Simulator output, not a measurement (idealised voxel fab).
process module | voxel air gaps
cross-section cut | 285 nm wide | cells 5 nm
A cross-section is a grid of square cells, given in bands from the top down. A band is one or more rows of cells.
Each band's line starts with the height of the band's top and of its bottom, in nm. Then come its materials from left to right, each with its width in nm. One material with "throughout" fills the band from edge to edge. "air" is empty space.
Height 0 is the level under which the wafer as received is all one material. The lowest band goes on downwards, as in "0 down".
A width such as "30 to 40" changes by the same amount from each row of cells to the next, from the band's top row to its bottom row.
"no change" after a step means that no cell of the cross-section changed.
closed voids: empty space of 8 cells or more with no open way to the top, each as width x height at its distance from the left edge, in nm
after a step's settings: what the simulator itself notes on the step
overlay nm, on a step with a mask: how far to the right of its planned place the mask lay; to the left if negative
plan
1 op RECEIVE | material Si
2 op CONFORMAL_DEP | material SiO2 | thk nm 10
3 op CONFORMAL_DEP | material SiN | thk nm 5
4 op DIRECTIONAL_DEP | material lowk | thk nm 40
5 op DIRECTIONAL_DEP | material aC | thk nm 10
6 op PATTERN | tone open | mask id LINES | material resist | width nm 15 | pitch nm 40 | thk nm 25 | overlay nm 0
7 op DIRECTIONAL_ETCH | etch materials aC | depth nm 10
8 op STRIP | etch materials resist
9 op DIRECTIONAL_ETCH | etch materials lowk | depth nm 40
10 op STRIP | etch materials aC
11 op CONFORMAL_DEP | material TiN | thk nm 5
12 op FILL_DEP | material Ru | thk nm 10
13 op CMP | height nm 55
14 op EPI | material Ru | thk nm 10
15 op SELECTIVE_ETCH | etch materials lowk | depth nm 50
16 op CONFORMAL_DEP | material SiN | thk nm 5
as received, after step 1
  0 down: Si throughout
  closed voids: none
first wafer at the end, as planned
  70 to 65: air 60 | SiN 165 | air 60
  65 to 55: air 60 | SiN 5 | Ru 35 | SiN 5 | Ru 35 | SiN 5 | Ru 35 | SiN 5 | Ru 35 | SiN 5 | air 60
  55 to 50: air 60 | SiN 15 | TiN 5 | Ru 5 | TiN 5 | SiN 25 | TiN 5 | Ru 5 | TiN 5 | SiN 25 | TiN 5 | Ru 5 | TiN 5 | SiN 25 | TiN 5 | Ru 5 | TiN 5 | SiN 15 | air 60
  50 to 20: air 70 | SiN 5 | TiN 5 | Ru 5 | TiN 5 | SiN 5 | air 15 | SiN 5 | TiN 5 | Ru 5 | TiN 5 | SiN 5 | air 15 | SiN 5 | TiN 5 | Ru 5 | TiN 5 | SiN 5 | air 15 | SiN 5 | TiN 5 | Ru 5 | TiN 5 | SiN 5 | air 70
  20 to 15: SiN 75 | TiN 15 | SiN 25 | TiN 15 | SiN 25 | TiN 15 | SiN 25 | TiN 15 | SiN 75
  15 to 10: SiN throughout
  10 to 0: SiO2 throughout
  0 down: Si throughout
  closed voids: 15 x 30 at 95; 15 x 30 at 135; 15 x 30 at 175
second wafer at the end: like start, like plan, one mistake
  70 to 65: air 55 | SiN 175 | air 55
  65 to 55: air 55 | SiN 5 | Ru 165 | SiN 5 | air 55
  55 to 50: air 55 | SiN 15 | TiN 5 | Ru 15 | TiN 5 | lowk 15 | TiN 5 | Ru 15 | TiN 5 | lowk 15 | TiN 5 | Ru 15 | TiN 5 | lowk 15 | TiN 5 | Ru 15 | TiN 5 | SiN 15 | air 55
  50 to 20: air 65 | SiN 5 | TiN 5 | Ru 15 | TiN 5 | lowk 15 | TiN 5 | Ru 15 | TiN 5 | lowk 15 | TiN 5 | Ru 15 | TiN 5 | lowk 15 | TiN 5 | Ru 15 | TiN 5 | SiN 5 | air 65
  20 to 15: SiN 70 | TiN 25 | lowk 15 | TiN 25 | lowk 15 | TiN 25 | lowk 15 | TiN 25 | SiN 70
  15 to 10: SiN throughout
  10 to 0: SiO2 throughout
  0 down: Si throughout
  closed voids: none
what went wrong: step 6 ran as: op PATTERN | tone open | mask id LINES | material resist | width nm 25 | pitch nm 40 | thk nm 25 | overlay nm 0
at the end the second wafer has, in cells: 66 more of Ru | 72 fewer of SiN | 8 more of TiN | 72 more of lowk
closed voids at the end (first wafer, second wafer): 3, 0
